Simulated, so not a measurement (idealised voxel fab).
Process module under the name voxel tone inversion
Each square cell in cross-section cut measures 5 nm, and the section as a whole is 290 nm wide.
Square cells in a grid make up a cross-section in this document, and the grid is given as bands, listed from the top down, each one or more rows of cells. Each band's line starts with the height of the band's top and of its bottom, in nm. Then come its materials from left to right, each with its width in nm. One material with "full width" fills the band from edge to edge. "air" is empty space. Where do heights start? At 0: under that level the wafer as delivered is made of one material only. And the lowest band has no floor; it just carries on downward, as in "0 down". Read "30..40" as a graded width: first number on top, second number at the bottom, same change between each pair of neighbouring rows. Step marked "no change occurred"? Then no cell in the cross-section changed in it. Closed empty spaces (no open way to the top) of 8 cells or more are what "Fully sealed voids" lists, each as width x height at distance from the left edge, nm for all three. Read whatever lies past the settings on a step's line as the simulator's own remark about the step. "overlay nm" answers the question of how far to the right of plan the mask lay on a step that has a mask, and when it is negative the answer is to the left.

### Steps in the process plan
1: RECEIVE | material Si
2: CONFORMAL_DEP | material SiCN | thk nm 5
3: DIRECTIONAL_DEP | material aC | thk nm 15
4: PATTERN | tone cover | mask id POSTS | material resist | width nm 15 | pitch nm 45 | thk nm 20 | overlay nm 0
5: DIRECTIONAL_ETCH | etch materials aC | depth nm 15
6: STRIP | etch materials resist
7: FILL_DEP | material SiO2 | thk nm 10
8: CMP | height nm 20
9: STRIP | etch materials aC

### Cross-section of the wafer as it came to us, i.e., already through step 1
    0 down: Si full width
    Fully sealed voids: none

### Post-module cross-section of the first of two wafers (run per plan)
    20 to 5: SiO2: 115; air: 15; SiO2: 30; air: 15; SiO2: 115
    5 to 0: SiCN full width
    0 down: Si full width
    Fully sealed voids: none

### Cross-sectional view: second of two wafers, end of module; start and plan identical to the first, one mistake in running
    20 to 15: SiCN full width
    15 to 0: aC full width
    0 down: Si full width
    Fully sealed voids: none
Diagnosis: steps 2 and 3 of the plan were each performed in the slot designated for the other
Materials where the second wafer ends with more or fewer cells than the first: -156 SiO2; +174 aC
